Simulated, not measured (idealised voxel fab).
The process module presented herein is designated voxel tone inversion.
We display cut, a cross-section 290 nm in width whose square cells are each 5 nm.
In what follows, cross-sections appear as grids of square cells, described through bands that run from the top down, where every band is one or more rows of cells.
Basically the band line says how high the top is and how high the bottom is, in nm, and then what's in it from left to right, every material with its width in nm. Empty space shows up as "empty", and if a single material carries "all across" it runs the full band edge to edge.
Below 0: as-received wafer, all one material; heights counted from there. Lowest band: no bottom, goes on down, written "top 0, no bottom".
Note: "30->40" means the width goes from the first number (top row of the band) to the second number (bottom row) in equal steps per row of cells.
"all unchanged" means the step left every cell of the cross-section as it was.
Closed voids list: empty space of 8 cells or more with no open way to the top, each as width x height at its distance from the left edge, in nm
What comes after the settings on a step's line is commentary from the simulator itself on that step.
Regarding "overlay nm": on a step with a mask, it is the distance the mask lay to the right of its planned place; a negative value places it to the left.
## plan
1 RECEIVE, material Si
2 CONFORMAL_DEP, material SiCN, thk nm 10
3 DIRECTIONAL_DEP, material polySi, thk nm 15
4 PATTERN, tone cover, mask id POSTS, material resist, width nm 25, pitch nm 45, thk nm 25, overlay nm 0
5 DIRECTIONAL_ETCH, etch materials polySi, depth nm 15
6 STRIP, etch materials resist
7 FILL_DEP, material lowk, thk nm 5
8 CMP, height nm 25
9 STRIP, etch materials polySi
## Cross-section of the wafer as it came to us, i.e., already through step 1
  top 0, no bottom  Si all across
  Closed voids list: none
## First wafer of two, sectioned at end of module; run went per plan
  top 25, bottom 10  lowk 65 nm, empty 25 nm, lowk 20 nm, empty 25 nm, lowk 20 nm, empty 25 nm, lowk 20 nm, empty 25 nm, lowk 65 nm
  top 10, bottom 0  SiCN all across
  top 0, no bottom  Si all across
  Closed voids list: none
## Cross-section, second wafer: same start as the first, same plan as the first, one mistake in running it; taken at the end of the module
  top 25, bottom 10  lowk 60 nm, empty 25 nm, lowk 20 nm, empty 25 nm, lowk 20 nm, empty 25 nm, lowk 20 nm, empty 25 nm, lowk 70 nm
  top 10, bottom 0  SiCN all across
  top 0, no bottom  Si all across
  Closed voids list: none
Diagnosis: step 4 ran differently from the plan; actual operation with settings: PATTERN, tone cover, mask id POSTS, material resist, width nm 25, pitch nm 45, thk nm 25, overlay nm -5
The concluding comparison shows that, measured in cells, each material is equally abundant on both wafers, albeit at different positions.
